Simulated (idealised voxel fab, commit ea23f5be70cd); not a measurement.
The document below concerns the process module designated voxel transistor to metal.
It is cross-section cut that appears here, measuring 190 nm in width, its square cells being 5 nm in size.
Square cells in a grid make up a cross-section in this document, and the grid is given as bands, listed from the top down, each one or more rows of cells. Quick guide to a band line: top height, bottom height (nm) up front; then every material left to right with its width in nm. Only one material and it's marked "edge to edge"? Then it fills the band edge to edge. And "blank" just means empty space. Counting heights begins at 0, where everything beneath is, in the wafer as received, one material. The lowest band has no bottom; it goes on downwards, as "0 and below" shows. The expression "30 to 40" gives the width at the extremes of the band, the first number at its top row of cells and the second at its bottom row, with the width changing by equal amounts from each row to the next in between. When a step is marked "stayed the same", none of the cells in the cross-section changed during that step. Entry "Fully closed voids" = empty spaces >= 8 cells with no open way to the top; each as width x height at distance, distance from left edge, all nm. Anything after a step's settings on that line? It's the simulator's own note about the step. "overlay nm", when on a step's line for a step with a mask, measures how far to the right of its planned place the mask lay; a negative measure means to the left.
**Planned process steps**
1 op RECEIVE | material Si
2 op OXIDIZE | depth nm 5
3 op CONFORMAL_DEP | material SiN | thk nm 15
4 op MASKED_ETCH | tone cover | mask id ACTIVE | width nm 135 | etch materials SiN | depth nm 15 | overlay nm 0
5 op MASKED_ETCH | tone cover | mask id ACTIVE | width nm 135 | etch materials SiO2 | depth nm 5 | overlay nm 0
6 op MASKED_ETCH | tone cover | mask id ACTIVE | width nm 135 | etch materials Si | depth nm 20 | overlay nm 0
7 op FILL_DEP | material SiO2 | thk nm 10
8 op CMP | height nm 15
9 op SELECTIVE_ETCH | etch materials SiO2 | depth nm 5
10 op STRIP | etch materials SiN
11 op SELECTIVE_ETCH | etch materials SiO2 | depth nm 5
12 op OXIDIZE | depth nm 5
13 op DIRECTIONAL_DEP | material polySi | thk nm 30
14 op DIRECTIONAL_DEP | material SiCN | thk nm 10
15 op DIRECTIONAL_DEP | material aC | thk nm 15
16 op PATTERN | tone cover | mask id GATE | material resist | width nm 35 | thk nm 30 | overlay nm 0
17 op DIRECTIONAL_ETCH | etch materials aC | depth nm 15
18 op STRIP | etch materials resist
19 op DIRECTIONAL_ETCH | etch materials SiCN | depth nm 20
20 op DIRECTIONAL_ETCH | etch materials polySi | depth nm 40
21 op STRIP | etch materials aC
22 op CONFORMAL_DEP | material SiN | thk nm 5
23 op DIRECTIONAL_ETCH | etch materials SiN | depth nm 5
24 op DIRECTIONAL_ETCH | etch materials SiO2 | depth nm 5
25 op DIRECTIONAL_ETCH | etch materials Si | depth nm 5
26 op EPI | material nSi | thk nm 5
27 op FILL_DEP | material SiO2 | thk nm 10
28 op CMP | height nm 25
29 op STRIP | etch materials polySi
30 op SELECTIVE_ETCH | etch materials SiO2 | depth nm 5
31 op CONFORMAL_DEP | material HfO2 | thk nm 5
32 op CONFORMAL_DEP | material TiN | thk nm 5
33 op FILL_DEP | material W | thk nm 10
34 op CMP | height nm 20
35 op DIRECTIONAL_DEP | material SiO2 | thk nm 15
36 op MASKED_ETCH | tone open | mask id CONTACT | width nm 20 | pitch nm 95 | etch materials SiO2 | depth nm 45 | overlay nm 0
37 op CONFORMAL_DEP | material TiN | thk nm 5
38 op FILL_DEP | material W | thk nm 5
39 op CMP | height nm 35
40 op DIRECTIONAL_DEP | material TiN | thk nm 5
41 op DIRECTIONAL_DEP | material W | thk nm 20
42 op MASKED_ETCH | tone cover | mask id METAL_1 | width nm 20 | pitch nm 95 | etch materials W | depth nm 20 | overlay nm 0
43 op MASKED_ETCH | tone cover | mask id METAL_1 | width nm 20 | pitch nm 95 | etch materials TiN | depth nm 5 | overlay nm 0
44 op FILL_DEP | material lowk | thk nm 10
45 op CMP | height nm 60
46 op CONFORMAL_DEP | material SiCN | thk nm 5
**As-received wafer cross-section (after step 1)**
  0 and below | Si edge to edge
  Fully closed voids: none
**First of two wafers: cross-section at end of module, run per plan**
  65 down to 60 | SiCN edge to edge
  60 down to 40 | 35 nm lowk, 20 nm W, 75 nm lowk, 20 nm W, 40 nm lowk
  40 down to 35 | 35 nm lowk, 20 nm TiN, 75 nm lowk, 20 nm TiN, 40 nm lowk
  35 down to 20 | 35 nm SiO2, 5 nm TiN, 10 nm W, 5 nm TiN, 75 nm SiO2, 5 nm TiN, 10 nm W, 5 nm TiN, 40 nm SiO2
  20 down to 5 | 35 nm SiO2, 5 nm TiN, 10 nm W, 5 nm TiN, 15 nm SiO2, 5 nm SiN, 5 nm HfO2, 5 nm TiN, 15 nm W, 5 nm TiN, 5 nm HfO2, 5 nm SiN, 15 nm SiO2, 5 nm TiN, 10 nm W, 5 nm TiN, 40 nm SiO2
  5 down to 0 | 20 nm SiO2, 5 nm SiN, 10 nm SiO2, 5 nm TiN, 10 nm W, 5 nm TiN, 15 nm SiO2, 5 nm SiN, 5 nm HfO2, 5 nm TiN, 15 nm W, 5 nm TiN, 5 nm HfO2, 5 nm SiN, 15 nm SiO2, 5 nm TiN, 10 nm W, 5 nm TiN, 10 nm SiO2, 5 nm SiN, 25 nm SiO2
  0 down to -5 | 20 nm SiO2, 5 nm SiN, 10 nm SiO2, 5 nm TiN, 10 nm W, 5 nm TiN, 15 nm SiO2, 5 nm SiN, 5 nm HfO2, 25 nm TiN, 5 nm HfO2, 5 nm SiN, 15 nm SiO2, 5 nm TiN, 10 nm W, 5 nm TiN, 10 nm SiO2, 5 nm SiN, 25 nm SiO2
  -5 down to -10 | 35 nm SiO2, 20 nm TiN, 10 nm SiO2, 5 nm nSi, 45 nm HfO2, 5 nm nSi, 10 nm SiO2, 20 nm TiN, 40 nm SiO2
  -10 down to -15 | 25 nm SiO2, 45 nm nSi, 45 nm Si, 45 nm nSi, 30 nm SiO2
  -15 down to -25 | 25 nm SiO2, 135 nm Si, 30 nm SiO2
  -25 and below | Si edge to edge
  Fully closed voids: none
**Wafer two (of two), end-of-module cross-section: start = wafer one, plan = wafer one, one run mistake**
  65 down to 60 | SiCN edge to edge
  60 down to 40 | 35 nm lowk, 20 nm W, 75 nm lowk, 20 nm W, 40 nm lowk
  40 down to 35 | 35 nm lowk, 20 nm TiN, 75 nm lowk, 20 nm TiN, 40 nm lowk
  35 down to 20 | 35 nm SiO2, 5 nm TiN, 10 nm W, 5 nm TiN, 75 nm SiO2, 5 nm TiN, 10 nm W, 5 nm TiN, 40 nm SiO2
  20 down to 10 | 35 nm SiO2, 5 nm TiN, 10 nm W, 5 nm TiN, 15 nm SiO2, 5 nm SiN, 5 nm HfO2, 5 nm TiN, 15 nm W, 5 nm TiN, 5 nm HfO2, 5 nm SiN, 15 nm SiO2, 5 nm TiN, 10 nm W, 5 nm TiN, 40 nm SiO2
  10 down to 5 | 35 nm SiO2, 5 nm TiN, 10 nm W, 5 nm TiN, 15 nm SiO2, 5 nm SiN, 5 nm HfO2, 25 nm TiN, 5 nm HfO2, 5 nm SiN, 15 nm SiO2, 5 nm TiN, 10 nm W, 5 nm TiN, 40 nm SiO2
  5 down to 0 | 25 nm SiO2, 5 nm SiN, 5 nm SiO2, 5 nm TiN, 10 nm W, 5 nm TiN, 15 nm SiO2, 45 nm HfO2, 15 nm SiO2, 5 nm TiN, 10 nm W, 5 nm TiN, 5 nm SiO2, 5 nm SiN, 30 nm SiO2
  0 down to -5 | 25 nm SiO2, 5 nm SiN, 5 nm SiO2, 20 nm TiN, 75 nm SiO2, 20 nm TiN, 5 nm SiO2, 5 nm SiN, 30 nm SiO2
  -5 down to -10 | 20 nm SiO2, 5 nm nSi, 10 nm SiO2, 115 nm Si, 10 nm SiO2, 5 nm nSi, 25 nm SiO2
  -10 down to -15 | 25 nm nSi, 135 nm Si, 30 nm nSi
  -15 and below | Si edge to edge
  Fully closed voids: none
Which mistake was made when the wafer was run? planned and actual differ for step 4; actual: op MASKED_ETCH | tone open | mask id ACTIVE | width nm 135 | etch materials SiN | depth nm 15 | overlay nm 0
Count the cells at the end and the second wafer has more or fewer of some materials than the first: 4 fewer of HfO2; 63 more of Si; 4 fewer of SiN; 30 fewer of SiO2; 8 fewer of TiN; 10 fewer of W; 7 fewer of nSi
